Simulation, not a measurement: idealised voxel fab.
Process module heading - voxel fin reveal
It is cross-section cut that appears here, measuring 165 nm in width, its square cells being 5 nm in size.
Each cross-section below is a grid of square cells, stated as bands in top-down order, with one or more rows of cells making up each band.
In this notation a band is specified by the heights of its top and bottom, in that order and in nm, after which its materials appear from left to right, each paired with its width in nm. The word "edge to edge" attached to a single material means that material fills the band from edge to edge; the word "empty" stands for empty space.
Counting heights begins at 0, where everything beneath is, in the wafer as received, one material. The lowest band has no bottom; it goes on downwards, as "0 nm and below" shows.
Note: "30 to 40" means the width goes from the first number (top row of the band) to the second number (bottom row) in equal steps per row of cells.
A step reported as "stayed the same" is a step in which no cell of the cross-section changed.
The entry "Sealed internal voids" lists the empty spaces that cover at least 8 cells and have no open path to the top. Each is written as width x height at distance, where the distance is measured from the left edge and all three values are in nm.
Whatever follows a step's settings on its line is a remark the simulator itself makes about that step.
overlay nm: mask offset rightward from planned place, masked step; negative means leftward offset.

-- Here's what the planned process steps look like
1. RECEIVE with material Si
2. CONFORMAL_DEP with material SiN, thk nm 5
3. MASKED_ETCH with tone cover, mask id FINS, width nm 15, pitch nm 40, etch materials SiN, depth nm 5, overlay nm 0
4. MASKED_ETCH with tone cover, mask id FINS, width nm 15, pitch nm 40, etch materials Si, depth nm 40, overlay nm 0
5. OXIDIZE with depth nm 5
6. FILL_DEP with material SiO2, thk nm 10
7. CMP with height nm 5
8. SELECTIVE_ETCH with etch materials SiO2, depth nm 25
9. STRIP with etch materials SiN
10. CONFORMAL_DEP with material SiO2, thk nm 5

-- On the first of the two wafers: run conducted according to plan

-- as received, after step 1
0 nm and below  Si edge to edge
Sealed internal voids: none

-- You're looking at a cross-section of the wafer after step 2
5 nm to 0 nm  SiN edge to edge
For the remainder of the cross-section, below 0, there is no change.

-- You're looking at a cross-section of the wafer after step 3
5 nm to 0 nm  55 nm empty, 15 nm SiN, 25 nm empty, 15 nm SiN, 55 nm empty
For the remainder of the cross-section, below 0, there is no change.

-- You're looking at a cross-section of the wafer after step 4
5 nm to 0 nm  55 nm empty, 15 nm SiN, 25 nm empty, 15 nm SiN, 55 nm empty
0 nm to -40 nm  55 nm empty, 15 nm Si, 25 nm empty, 15 nm Si, 55 nm empty
For the remainder of the cross-section, below -40, there is no change.

-- You're looking at a cross-section of the wafer after step 5
5 nm to 0 nm  55 nm empty, 15 nm SiN, 25 nm empty, 15 nm SiN, 55 nm empty
0 nm to -40 nm  55 nm empty, 5 nm SiO2, 5 nm Si, 5 nm SiO2, 25 nm empty, 5 nm SiO2, 5 nm Si, 5 nm SiO2, 55 nm empty
-40 nm to -45 nm  60 nm SiO2, 5 nm Si, 35 nm SiO2, 5 nm Si, 60 nm SiO2
For the remainder of the cross-section, below -45, there is no change.

-- You're looking at a cross-section of the wafer after step 6
15 nm to 5 nm  SiO2 edge to edge
5 nm to 0 nm  55 nm SiO2, 15 nm SiN, 25 nm SiO2, 15 nm SiN, 55 nm SiO2
0 nm to -45 nm  60 nm SiO2, 5 nm Si, 35 nm SiO2, 5 nm Si, 60 nm SiO2
For the remainder of the cross-section, below -45, there is no change.

-- You're looking at a cross-section of the wafer after step 7
5 nm to 0 nm  55 nm SiO2, 15 nm SiN, 25 nm SiO2, 15 nm SiN, 55 nm SiO2
For the remainder of the cross-section, below 0, there is no change.

-- You're looking at a cross-section of the wafer after step 8
5 nm to 0 nm  55 nm empty, 15 nm SiN, 25 nm empty, 15 nm SiN, 55 nm empty
0 nm to -20 nm  60 nm empty, 5 nm Si, 35 nm empty, 5 nm Si, 60 nm empty
For the remainder of the cross-section, below -20, there is no change.

-- You're looking at a cross-section of the wafer after step 9
0 nm to -20 nm  60 nm empty, 5 nm Si, 35 nm empty, 5 nm Si, 60 nm empty
For the remainder of the cross-section, below -20, there is no change.

-- You're looking at a cross-section of the wafer after step 10
5 nm to 0 nm  55 nm empty, 15 nm SiO2, 25 nm empty, 15 nm SiO2, 55 nm empty
0 nm to -15 nm  55 nm empty, 5 nm SiO2, 5 nm Si, 5 nm SiO2, 25 nm empty, 5 nm SiO2, 5 nm Si, 5 nm SiO2, 55 nm empty
-15 nm to -45 nm  60 nm SiO2, 5 nm Si, 35 nm SiO2, 5 nm Si, 60 nm SiO2
For the remainder of the cross-section, below -45, there is no change.

-- Second wafer, same starting state and plan as the first, one mistake in the run, identical through step 3

-- Cross-section, second wafer, at the end time the plan gives for step 4
5 nm to 0 nm  55 nm empty, 15 nm SiN, 25 nm empty, 15 nm SiN, 55 nm empty
0 nm to -50 nm  55 nm empty, 15 nm Si, 25 nm empty, 15 nm Si, 55 nm empty
For the remainder of the cross-section, below -50, there is no change.

-- Cross-section, second wafer, at the end time the plan gives for step 5
5 nm to 0 nm  55 nm empty, 15 nm SiN, 25 nm empty, 15 nm SiN, 55 nm empty
0 nm to -50 nm  55 nm empty, 5 nm SiO2, 5 nm Si, 5 nm SiO2, 25 nm empty, 5 nm SiO2, 5 nm Si, 5 nm SiO2, 55 nm empty
-50 nm to -55 nm  60 nm SiO2, 5 nm Si, 35 nm SiO2, 5 nm Si, 60 nm SiO2
For the remainder of the cross-section, below -55, there is no change.

-- Cross-section, second wafer, at the end time the plan gives for step 6
15 nm to 5 nm  SiO2 edge to edge
5 nm to 0 nm  55 nm SiO2, 15 nm SiN, 25 nm SiO2, 15 nm SiN, 55 nm SiO2
0 nm to -55 nm  60 nm SiO2, 5 nm Si, 35 nm SiO2, 5 nm Si, 60 nm SiO2
For the remainder of the cross-section, below -55, there is no change.

-- Cross-section, second wafer, at the end time the plan gives for step 7
5 nm to 0 nm  55 nm SiO2, 15 nm SiN, 25 nm SiO2, 15 nm SiN, 55 nm SiO2
For the remainder of the cross-section, below 0, there is no change.

-- Cross-section, second wafer, at the end time the plan gives for step 8
5 nm to 0 nm  55 nm empty, 15 nm SiN, 25 nm empty, 15 nm SiN, 55 nm empty
0 nm to -20 nm  60 nm empty, 5 nm Si, 35 nm empty, 5 nm Si, 60 nm empty
For the remainder of the cross-section, below -20, there is no change.

-- Cross-section, second wafer, at the end time the plan gives for step 9
0 nm to -20 nm  60 nm empty, 5 nm Si, 35 nm empty, 5 nm Si, 60 nm empty
For the remainder of the cross-section, below -20, there is no change.

-- Cross-section, second wafer, at the end time the plan gives for step 10
5 nm to 0 nm  55 nm empty, 15 nm SiO2, 25 nm empty, 15 nm SiO2, 55 nm empty
0 nm to -15 nm  55 nm empty, 5 nm SiO2, 5 nm Si, 5 nm SiO2, 25 nm empty, 5 nm SiO2, 5 nm Si, 5 nm SiO2, 55 nm empty
-15 nm to -55 nm  60 nm SiO2, 5 nm Si, 35 nm SiO2, 5 nm Si, 60 nm SiO2
For the remainder of the cross-section, below -55, there is no change.
What was the processing mistake? rather than as planned, step 4 actually ran as MASKED_ETCH with tone cover, mask id FINS, width nm 15, pitch nm 40, etch materials Si, depth nm 50, overlay nm 0
Looking at both finished wafers in cells, the second ends up ahead of or behind the first on some materials: 62 fewer of Si | 62 more of SiO2
